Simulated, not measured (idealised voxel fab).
Documented hereafter: the process module known as voxel double patterning.
It is cross-section cut that appears here, measuring 205 nm in width, its square cells being 5 nm in size.
In what follows, cross-sections appear as grids of square cells, described through bands that run from the top down, where every band is one or more rows of cells.
A band entry consists of two parts. The first gives the height of the band's top and the height of its bottom, in nm. The rest lists the band's materials from left to right, each with its width in nm. A single material labelled with the word "full width" fills the band from edge to edge, and the word "blank" marks empty space.
Where do heights start? At 0: under that level the wafer as delivered is made of one material only. And the lowest band has no floor; it just carries on downward, as in "from 0 down".
A width such as "30..40" changes by the same amount from each row of cells to the next, from the band's top row to its bottom row.
You'll sometimes find "no change occurred" written for a step, and that's the way of saying that nowhere in the cross-section did a cell change during that step.
The entry "Sealed void inventory" lists the empty spaces that cover at least 8 cells and have no open path to the top. Each is written as width x height at distance, where the distance is measured from the left edge and all three values are in nm.
Anything after a step's settings on that line? It's the simulator's own note about the step.
overlay nm: on a step with a mask, how far right of its planned place the mask lay; negative means left.

Planned step list for the process
| 1 | RECEIVE [material Si] |
| 2 | CONFORMAL_DEP [material SiO2] [thk nm 10] |
| 3 | DIRECTIONAL_DEP [material TiN] [thk nm 10] |
| 4 | DIRECTIONAL_DEP [material SiN] [thk nm 5] |
| 5 | MASKED_ETCH [tone open] [mask id FIRST] [width nm 15] [pitch nm 50] [etch materials SiN] [depth nm 5] [overlay nm 0] |
| 6 | DIRECTIONAL_DEP [material aC] [thk nm 15] |
| 7 | PATTERN [tone open] [mask id SECOND] [material resist] [width nm 15] [pitch nm 50] [thk nm 30] [overlay nm 0] |
| 8 | DIRECTIONAL_ETCH [etch materials aC] [depth nm 15] |
| 9 | STRIP [etch materials resist] |
| 10 | DIRECTIONAL_ETCH [etch materials SiN] [depth nm 5] |
| 11 | STRIP [etch materials aC] |
| 12 | DIRECTIONAL_ETCH [etch materials TiN] [depth nm 10] |
| 13 | STRIP [etch materials SiN] |
Keep in mind the plan's value for the width nm of step 5 comes from the first wafer; the wafers don't share that setting, but they do share the same starting point.

As received, i.e. after step 1: cross-section through the first of several wafers
from 0 down = Si full width
Sealed void inventory: none

After the module's final step, step 13: the first of several wafers in cross-section
from 20 to 10 = TiN=45, then blank=15, then TiN=10, then blank=15, then TiN=10, then blank=15, then TiN=10, then blank=15, then TiN=10, then blank=15, then TiN=45
from 10 to 0 = SiO2 full width
from 0 down = Si full width
Sealed void inventory: none

At the end of the module, the last of several wafers in cross-section
from 20 to 10 = TiN=40, then blank=45, then TiN=5, then blank=45, then TiN=5, then blank=30, then TiN=35
from 10 to 0 = SiO2 full width
from 0 down = Si full width
Sealed void inventory: none

Here is how to read the rows: every wafer has a row, and it shows the wafer at the end of the module, giving for each material how many cells were gained (+) or lost (-) since the wafer was received, then listing its closed voids
width nm 15; +82 SiO2; +52 TiN; Sealed void inventory: none
width nm 20; +82 SiO2; +46 TiN; Sealed void inventory: none
width nm 25; +82 SiO2; +40 TiN; Sealed void inventory: none
width nm 30; +82 SiO2; +34 TiN; Sealed void inventory: none
